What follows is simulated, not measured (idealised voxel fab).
process module | voxel gate over fins
cross-section cut | 230 nm wide | cells 5 nm
A cross-section is a grid of square cells, given in bands from the top down. A band is one or more rows of cells.
Each band's line starts with the height of the band's top and of its bottom, in nm. Then come its materials from left to right, each with its width in nm. One material with "throughout" fills the band from edge to edge. "air" is empty space.
Height 0 is the level under which the wafer as received is all one material. The lowest band goes on downwards, as in "0 down".
A width such as "30 to 40" changes by the same amount from each row of cells to the next, from the band's top row to its bottom row.
"no change" after a step means that no cell of the cross-section changed.
closed voids: empty space of 8 cells or more with no open way to the top, each as width x height at its distance from the left edge, in nm
after a step's settings: what the simulator itself notes on the step
overlay nm, on a step with a mask: how far to the right of its planned place the mask lay; to the left if negative
plan
1 op RECEIVE | material Si
2 op CONFORMAL_DEP | material SiN | thk nm 10
3 op PATTERN | tone cover | mask id FINS | material resist | width nm 15 | pitch nm 50 | thk nm 15 | overlay nm 0
4 op DIRECTIONAL_ETCH | etch materials SiN | depth nm 10
5 op DIRECTIONAL_ETCH | etch materials Si | depth nm 35
6 op STRIP | etch materials resist
7 op OXIDIZE | depth nm 5
8 op FILL_DEP | material SiO2 | thk nm 5
9 op CMP | height nm 10
10 op DIRECTIONAL_DEP | material aC | thk nm 10
11 op PATTERN | tone open | mask id RAIL | material resist | width nm 15 | thk nm 30 | overlay nm 0
12 op DIRECTIONAL_ETCH | etch materials aC | depth nm 10
13 op STRIP | etch materials resist
14 op DIRECTIONAL_ETCH | etch materials SiO2 | depth nm 40
15 op STRIP | etch materials aC
16 op CONFORMAL_DEP | material TiN | thk nm 5
17 op FILL_DEP | material W | thk nm 10
18 op CMP | height nm 10
19 op SELECTIVE_ETCH | etch materials W Ru TiN | depth nm 25
20 op FILL_DEP | material SiO2 | thk nm 5
21 op CMP | height nm 10
22 op SELECTIVE_ETCH | etch materials SiO2 | depth nm 20
23 op STRIP | etch materials SiN
24 op CONFORMAL_DEP | material HfO2 | thk nm 5
25 op CONFORMAL_DEP | material TiN | thk nm 5
26 op CONFORMAL_DEP | material TiAl | thk nm 5
27 op CONFORMAL_DEP | material TiN | thk nm 5
28 op FILL_DEP | material W | thk nm 15
29 op CMP | height nm 30
30 op CONFORMAL_DEP | material SiCN | thk nm 5
first wafer, as planned
as received, after step 1
  0 down: Si throughout
  closed voids: none
after step 2
  10 to 0: SiN throughout
  below 0: unchanged
after step 3
  25 to 10: air 55 | resist 15 | air 35 | resist 15 | air 35 | resist 15 | air 60
  below 10: unchanged
after step 4
  25 to 10: air 55 | resist 15 | air 35 | resist 15 | air 35 | resist 15 | air 60
  10 to 0: air 55 | SiN 15 | air 35 | SiN 15 | air 35 | SiN 15 | air 60
  below 0: unchanged
after step 5
  25 to 10: air 55 | resist 15 | air 35 | resist 15 | air 35 | resist 15 | air 60
  10 to 0: air 55 | SiN 15 | air 35 | SiN 15 | air 35 | SiN 15 | air 60
  0 to -35: air 55 | Si 15 | air 35 | Si 15 | air 35 | Si 15 | air 60
  below -35: unchanged
after step 6
  10 to 0: air 55 | SiN 15 | air 35 | SiN 15 | air 35 | SiN 15 | air 60
  below 0: unchanged
after step 7
  10 to 0: air 55 | SiN 15 | air 35 | SiN 15 | air 35 | SiN 15 | air 60
  0 to -35: air 55 | SiO2 5 | Si 5 | SiO2 5 | air 35 | SiO2 5 | Si 5 | SiO2 5 | air 35 | SiO2 5 | Si 5 | SiO2 5 | air 60
  -35 to -40: SiO2 60 | Si 5 | SiO2 45 | Si 5 | SiO2 45 | Si 5 | SiO2 65
  below -40: unchanged
after step 8
  15 to 10: SiO2 throughout
  10 to 0: SiO2 55 | SiN 15 | SiO2 35 | SiN 15 | SiO2 35 | SiN 15 | SiO2 60
  0 to -40: SiO2 60 | Si 5 | SiO2 45 | Si 5 | SiO2 45 | Si 5 | SiO2 65
  below -40: unchanged
after step 9
  10 to 0: SiO2 55 | SiN 15 | SiO2 35 | SiN 15 | SiO2 35 | SiN 15 | SiO2 60
  below 0: unchanged
after step 10
  20 to 10: aC throughout
  below 10: unchanged
after step 11
  50 to 20: resist 80 | air 15 | resist 135
  below 20: unchanged
after step 12
  40 to 20: resist 80 | air 15 | resist 135
  20 to 10: aC 80 | air 15 | aC 135
  below 10: unchanged
after step 13
  20 to 10: aC 80 | air 15 | aC 135
  below 10: unchanged
after step 14
  20 to 10: aC 80 | air 15 | aC 135
  10 to 0: SiO2 55 | SiN 15 | SiO2 10 | air 15 | SiO2 10 | SiN 15 | SiO2 35 | SiN 15 | SiO2 60
  0 to -30: SiO2 60 | Si 5 | SiO2 15 | air 15 | SiO2 15 | Si 5 | SiO2 45 | Si 5 | SiO2 65
  below -30: unchanged
after step 15
  10 to 0: SiO2 55 | SiN 15 | SiO2 10 | air 15 | SiO2 10 | SiN 15 | SiO2 35 | SiN 15 | SiO2 60
  below 0: unchanged
after step 16
  15 to 10: TiN 85 | air 5 | TiN 140
  10 to 0: SiO2 55 | SiN 15 | SiO2 10 | TiN 5 | air 5 | TiN 5 | SiO2 10 | SiN 15 | SiO2 35 | SiN 15 | SiO2 60
  0 to -25: SiO2 60 | Si 5 | SiO2 15 | TiN 5 | air 5 | TiN 5 | SiO2 15 | Si 5 | SiO2 45 | Si 5 | SiO2 65
  -25 to -30: SiO2 60 | Si 5 | SiO2 15 | TiN 15 | SiO2 15 | Si 5 | SiO2 45 | Si 5 | SiO2 65
  below -30: unchanged
after step 17
  25 to 15: W throughout
  15 to 10: TiN 85 | W 5 | TiN 140
  10 to 0: SiO2 55 | SiN 15 | SiO2 10 | TiN 5 | W 5 | TiN 5 | SiO2 10 | SiN 15 | SiO2 35 | SiN 15 | SiO2 60
  0 to -25: SiO2 60 | Si 5 | SiO2 15 | TiN 5 | W 5 | TiN 5 | SiO2 15 | Si 5 | SiO2 45 | Si 5 | SiO2 65
  below -25: unchanged
after step 18
  10 to 0: SiO2 55 | SiN 15 | SiO2 10 | TiN 5 | W 5 | TiN 5 | SiO2 10 | SiN 15 | SiO2 35 | SiN 15 | SiO2 60
  below 0: unchanged
after step 19
  10 to 0: SiO2 55 | SiN 15 | SiO2 10 | air 15 | SiO2 10 | SiN 15 | SiO2 35 | SiN 15 | SiO2 60
  0 to -15: SiO2 60 | Si 5 | SiO2 15 | air 15 | SiO2 15 | Si 5 | SiO2 45 | Si 5 | SiO2 65
  below -15: unchanged
after step 20
  15 to 10: SiO2 throughout
  10 to 0: SiO2 55 | SiN 15 | SiO2 35 | SiN 15 | SiO2 35 | SiN 15 | SiO2 60
  0 to -15: SiO2 60 | Si 5 | SiO2 45 | Si 5 | SiO2 45 | Si 5 | SiO2 65
  below -15: unchanged
after step 21
  10 to 0: SiO2 55 | SiN 15 | SiO2 35 | SiN 15 | SiO2 35 | SiN 15 | SiO2 60
  below 0: unchanged
after step 22
  10 to 0: air 55 | SiN 15 | air 35 | SiN 15 | air 35 | SiN 15 | air 60
  0 to -10: air 60 | Si 5 | air 45 | Si 5 | air 45 | Si 5 | air 65
  below -10: unchanged
after step 23
  0 to -10: air 60 | Si 5 | air 45 | Si 5 | air 45 | Si 5 | air 65
  below -10: unchanged
after step 24
  5 to 0: air 55 | HfO2 15 | air 35 | HfO2 15 | air 35 | HfO2 15 | air 60
  0 to -5: air 55 | HfO2 5 | Si 5 | HfO2 5 | air 35 | HfO2 5 | Si 5 | HfO2 5 | air 35 | HfO2 5 | Si 5 | HfO2 5 | air 60
  -5 to -10: HfO2 60 | Si 5 | HfO2 45 | Si 5 | HfO2 45 | Si 5 | HfO2 65
  below -10: unchanged
after step 25
  10 to 5: air 50 | TiN 25 | air 25 | TiN 25 | air 25 | TiN 25 | air 55
  5 to 0: air 50 | TiN 5 | HfO2 15 | TiN 5 | air 25 | TiN 5 | HfO2 15 | TiN 5 | air 25 | TiN 5 | HfO2 15 | TiN 5 | air 55
  0 to -5: TiN 55 | HfO2 5 | Si 5 | HfO2 5 | TiN 35 | HfO2 5 | Si 5 | HfO2 5 | TiN 35 | HfO2 5 | Si 5 | HfO2 5 | TiN 60
  below -5: unchanged
after step 26
  15 to 10: air 45 | TiAl 35 | air 15 | TiAl 35 | air 15 | TiAl 35 | air 50
  10 to 5: air 45 | TiAl 5 | TiN 25 | TiAl 5 | air 15 | TiAl 5 | TiN 25 | TiAl 5 | air 15 | TiAl 5 | TiN 25 | TiAl 5 | air 50
  5 to 0: TiAl 50 | TiN 5 | HfO2 15 | TiN 5 | TiAl 25 | TiN 5 | HfO2 15 | TiN 5 | TiAl 25 | TiN 5 | HfO2 15 | TiN 5 | TiAl 55
  below 0: unchanged
after step 27
  20 to 15: air 40 | TiN 45 | air 5 | TiN 45 | air 5 | TiN 45 | air 45
  15 to 10: air 40 | TiN 5 | TiAl 35 | TiN 5 | air 5 | TiN 5 | TiAl 35 | TiN 5 | air 5 | TiN 5 | TiAl 35 | TiN 5 | air 45
  10 to 5: TiN 45 | TiAl 5 | TiN 25 | TiAl 5 | TiN 15 | TiAl 5 | TiN 25 | TiAl 5 | TiN 15 | TiAl 5 | TiN 25 | TiAl 5 | TiN 50
  below 5: unchanged
after step 28
  35 to 20: W throughout
  20 to 15: W 40 | TiN 45 | W 5 | TiN 45 | W 5 | TiN 45 | W 45
  15 to 10: W 40 | TiN 5 | TiAl 35 | TiN 5 | W 5 | TiN 5 | TiAl 35 | TiN 5 | W 5 | TiN 5 | TiAl 35 | TiN 5 | W 45
  below 10: unchanged
after step 29
  30 to 20: W throughout
  below 20: unchanged
after step 30
  35 to 30: SiCN throughout
  below 30: unchanged
second wafer: like start, like plan, one mistake. Through step 10 it matches the first wafer
when step 11 should have ended
  50 to 20: air 80 | resist 15 | air 135
  below 20: unchanged
when step 12 should have ended
  40 to 20: air 80 | resist 15 | air 135
  20 to 10: air 80 | aC 15 | air 135
  below 10: unchanged
when step 13 should have ended
  20 to 10: air 80 | aC 15 | air 135
  below 10: unchanged
when step 14 should have ended
  20 to 10: air 80 | aC 15 | air 135
  10 to 0: air 55 | SiN 15 | air 10 | SiO2 15 | air 10 | SiN 15 | air 35 | SiN 15 | air 60
  0 to -30: air 55 | SiO2 5 | Si 5 | SiO2 5 | air 10 | SiO2 15 | air 10 | SiO2 5 | Si 5 | SiO2 5 | air 35 | SiO2 5 | Si 5 | SiO2 5 | air 60
  below -30: unchanged
when step 15 should have ended
  10 to 0: air 55 | SiN 15 | air 10 | SiO2 15 | air 10 | SiN 15 | air 35 | SiN 15 | air 60
  below 0: unchanged
when step 16 should have ended
  15 to 10: air 50 | TiN 75 | air 25 | TiN 25 | air 55
  10 to 0: air 50 | TiN 5 | SiN 15 | TiN 10 | SiO2 15 | TiN 10 | SiN 15 | TiN 5 | air 25 | TiN 5 | SiN 15 | TiN 5 | air 55
  0 to -25: air 50 | TiN 5 | SiO2 5 | Si 5 | SiO2 5 | TiN 10 | SiO2 15 | TiN 10 | SiO2 5 | Si 5 | SiO2 5 | TiN 5 | air 25 | TiN 5 | SiO2 5 | Si 5 | SiO2 5 | TiN 5 | air 55
  -25 to -30: TiN 55 | SiO2 5 | Si 5 | SiO2 5 | TiN 10 | SiO2 15 | TiN 10 | SiO2 5 | Si 5 | SiO2 5 | TiN 35 | SiO2 5 | Si 5 | SiO2 5 | TiN 60
  below -30: unchanged
when step 17 should have ended
  25 to 15: W throughout
  15 to 10: W 50 | TiN 75 | W 25 | TiN 25 | W 55
  10 to 0: W 50 | TiN 5 | SiN 15 | TiN 10 | SiO2 15 | TiN 10 | SiN 15 | TiN 5 | W 25 | TiN 5 | SiN 15 | TiN 5 | W 55
  0 to -25: W 50 | TiN 5 | SiO2 5 | Si 5 | SiO2 5 | TiN 10 | SiO2 15 | TiN 10 | SiO2 5 | Si 5 | SiO2 5 | TiN 5 | W 25 | TiN 5 | SiO2 5 | Si 5 | SiO2 5 | TiN 5 | W 55
  below -25: unchanged
when step 18 should have ended
  10 to 0: W 50 | TiN 5 | SiN 15 | TiN 10 | SiO2 15 | TiN 10 | SiN 15 | TiN 5 | W 25 | TiN 5 | SiN 15 | TiN 5 | W 55
  below 0: unchanged
when step 19 should have ended
  10 to 0: air 55 | SiN 15 | air 10 | SiO2 15 | air 10 | SiN 15 | air 35 | SiN 15 | air 60
  0 to -15: air 55 | SiO2 5 | Si 5 | SiO2 5 | air 10 | SiO2 15 | air 10 | SiO2 5 | Si 5 | SiO2 5 | air 35 | SiO2 5 | Si 5 | SiO2 5 | air 60
  below -15: unchanged
when step 20 should have ended
  15 to 10: SiO2 throughout
  10 to 0: SiO2 55 | SiN 15 | SiO2 35 | SiN 15 | SiO2 35 | SiN 15 | SiO2 60
  0 to -15: SiO2 60 | Si 5 | SiO2 45 | Si 5 | SiO2 45 | Si 5 | SiO2 65
  below -15: unchanged
when step 21 should have ended
  10 to 0: SiO2 55 | SiN 15 | SiO2 35 | SiN 15 | SiO2 35 | SiN 15 | SiO2 60
  below 0: unchanged
when step 22 should have ended
  10 to 0: air 55 | SiN 15 | air 35 | SiN 15 | air 35 | SiN 15 | air 60
  0 to -10: air 60 | Si 5 | air 45 | Si 5 | air 45 | Si 5 | air 65
  below -10: unchanged
when step 23 should have ended
  0 to -10: air 60 | Si 5 | air 45 | Si 5 | air 45 | Si 5 | air 65
  below -10: unchanged
when step 24 should have ended
  5 to 0: air 55 | HfO2 15 | air 35 | HfO2 15 | air 35 | HfO2 15 | air 60
  0 to -5: air 55 | HfO2 5 | Si 5 | HfO2 5 | air 35 | HfO2 5 | Si 5 | HfO2 5 | air 35 | HfO2 5 | Si 5 | HfO2 5 | air 60
  -5 to -10: HfO2 60 | Si 5 | HfO2 45 | Si 5 | HfO2 45 | Si 5 | HfO2 65
  below -10: unchanged
when step 25 should have ended
  10 to 5: air 50 | TiN 25 | air 25 | TiN 25 | air 25 | TiN 25 | air 55
  5 to 0: air 50 | TiN 5 | HfO2 15 | TiN 5 | air 25 | TiN 5 | HfO2 15 | TiN 5 | air 25 | TiN 5 | HfO2 15 | TiN 5 | air 55
  0 to -5: TiN 55 | HfO2 5 | Si 5 | HfO2 5 | TiN 35 | HfO2 5 | Si 5 | HfO2 5 | TiN 35 | HfO2 5 | Si 5 | HfO2 5 | TiN 60
  below -5: unchanged
when step 26 should have ended
  15 to 10: air 45 | TiAl 35 | air 15 | TiAl 35 | air 15 | TiAl 35 | air 50
  10 to 5: air 45 | TiAl 5 | TiN 25 | TiAl 5 | air 15 | TiAl 5 | TiN 25 | TiAl 5 | air 15 | TiAl 5 | TiN 25 | TiAl 5 | air 50
  5 to 0: TiAl 50 | TiN 5 | HfO2 15 | TiN 5 | TiAl 25 | TiN 5 | HfO2 15 | TiN 5 | TiAl 25 | TiN 5 | HfO2 15 | TiN 5 | TiAl 55
  below 0: unchanged
when step 27 should have ended
  20 to 15: air 40 | TiN 45 | air 5 | TiN 45 | air 5 | TiN 45 | air 45
  15 to 10: air 40 | TiN 5 | TiAl 35 | TiN 5 | air 5 | TiN 5 | TiAl 35 | TiN 5 | air 5 | TiN 5 | TiAl 35 | TiN 5 | air 45
  10 to 5: TiN 45 | TiAl 5 | TiN 25 | TiAl 5 | TiN 15 | TiAl 5 | TiN 25 | TiAl 5 | TiN 15 | TiAl 5 | TiN 25 | TiAl 5 | TiN 50
  below 5: unchanged
when step 28 should have ended
  35 to 20: W throughout
  20 to 15: W 40 | TiN 45 | W 5 | TiN 45 | W 5 | TiN 45 | W 45
  15 to 10: W 40 | TiN 5 | TiAl 35 | TiN 5 | W 5 | TiN 5 | TiAl 35 | TiN 5 | W 5 | TiN 5 | TiAl 35 | TiN 5 | W 45
  below 10: unchanged
when step 29 should have ended
  30 to 20: W throughout
  below 20: unchanged
when step 30 should have ended
  35 to 30: SiCN throughout
  below 30: unchanged
what went wrong: step 11 ran as: op PATTERN | tone cover | mask id RAIL | material resist | width nm 15 | thk nm 30 | overlay nm 0
at the end the second wafer has, in cells: 93 fewer of SiO2 | 43 more of TiN | 50 more of W
